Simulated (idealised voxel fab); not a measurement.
Process module in this document: voxel quadruple lines
Cross-section cut spans 215 nm and uses square cells 5 nm in size.
Heads up, the way a cross-section reads in here is a grid of square cells, handed over as bands from the top down, with every band being one or more rows of cells. Each band's line starts with the height of the band's top and of its bottom, in nm. Then come its materials from left to right, each with its width in nm. One material with "full width" fills the band from edge to edge. "blank" is empty space. Counting heights begins at 0, where everything beneath is, in the wafer as received, one material. The lowest band has no bottom; it goes on downwards, as "from 0 down" shows. Width "30..40": first value at the band's top row of cells, second value at its bottom row, equal change from row to row. Step marked "everything unchanged"? Then no cell in the cross-section changed in it. "Enclosed cavities" means: voids of 8 cells or more that are shut off from the top with no open way through. Written width x height at distance, distance from the left edge, in nm. Step line, after settings: the simulator's comment on this step. "overlay nm" answers the question of how far to the right of plan the mask lay on a step that has a mask, and when it is negative the answer is to the left.

Here's what the planned process steps look like
step 1: RECEIVE (material Si)
step 2: CONFORMAL_DEP (material Al2O3; thk nm 5)
step 3: DIRECTIONAL_DEP (material W; thk nm 15)
step 4: DIRECTIONAL_DEP (material polySi; thk nm 20)
step 5: DIRECTIONAL_DEP (material aC; thk nm 20)
step 6: PATTERN (tone cover; mask id MANDREL; material resist; width nm 25; thk nm 25; overlay nm 0)
step 7: DIRECTIONAL_ETCH (etch materials aC; depth nm 20)
step 8: STRIP (etch materials resist)
step 9: CONFORMAL_DEP (material SiO2; thk nm 15)
step 10: DIRECTIONAL_ETCH (etch materials SiO2; depth nm 15)
step 11: STRIP (etch materials aC)
step 12: DIRECTIONAL_ETCH (etch materials polySi; depth nm 20)
step 13: STRIP (etch materials SiO2)
step 14: CONFORMAL_DEP (material SiCN; thk nm 5)
step 15: DIRECTIONAL_ETCH (etch materials SiCN; depth nm 5)
step 16: STRIP (etch materials polySi)
step 17: DIRECTIONAL_ETCH (etch materials W; depth nm 15)
step 18: STRIP (etch materials SiCN)
step 19: FILL_DEP (material SiO2; thk nm 5)
step 20: CMP (height nm 25)
Be aware that, although all wafers share a common starting state, the thk nm at step 2 differs among them, and the plan displays the first wafer's value.

Cross-section of the first of several received wafers, showing its state after step 1
> from 0 down = Si full width
> Enclosed cavities: none

End of module: cross-section of the first of several wafers after step 20, the last step
> from 25 to 20 = SiO2 full width
> from 20 to 5 = SiO2: 75, W: 5, SiO2: 15, W: 5, SiO2: 15, W: 5, SiO2: 15, W: 5, SiO2: 75
> from 5 to 0 = Al2O3 full width
> from 0 down = Si full width
> Enclosed cavities: none

Wafer cross-section (last wafer, module end)
> from 25 to 0 = Al2O3 full width
> from 0 down = Si full width
> Enclosed cavities: none

Note: the following table is arranged by wafer, a row apiece. Each row reports the end-of-module state: per material, cells gained (+) or cells lost (-) compared with the wafer as received; closed voids follow
thk nm 5, +43 Al2O3, +160 SiO2, +12 W, Enclosed cavities: none
thk nm 10, +86 Al2O3, +117 SiO2, +12 W, Enclosed cavities: none
thk nm 15, +129 Al2O3, +78 SiO2, +8 W, Enclosed cavities: none
thk nm 20, +172 Al2O3, +39 SiO2, +4 W, Enclosed cavities: none
thk nm 25, +215 Al2O3, Enclosed cavities: none
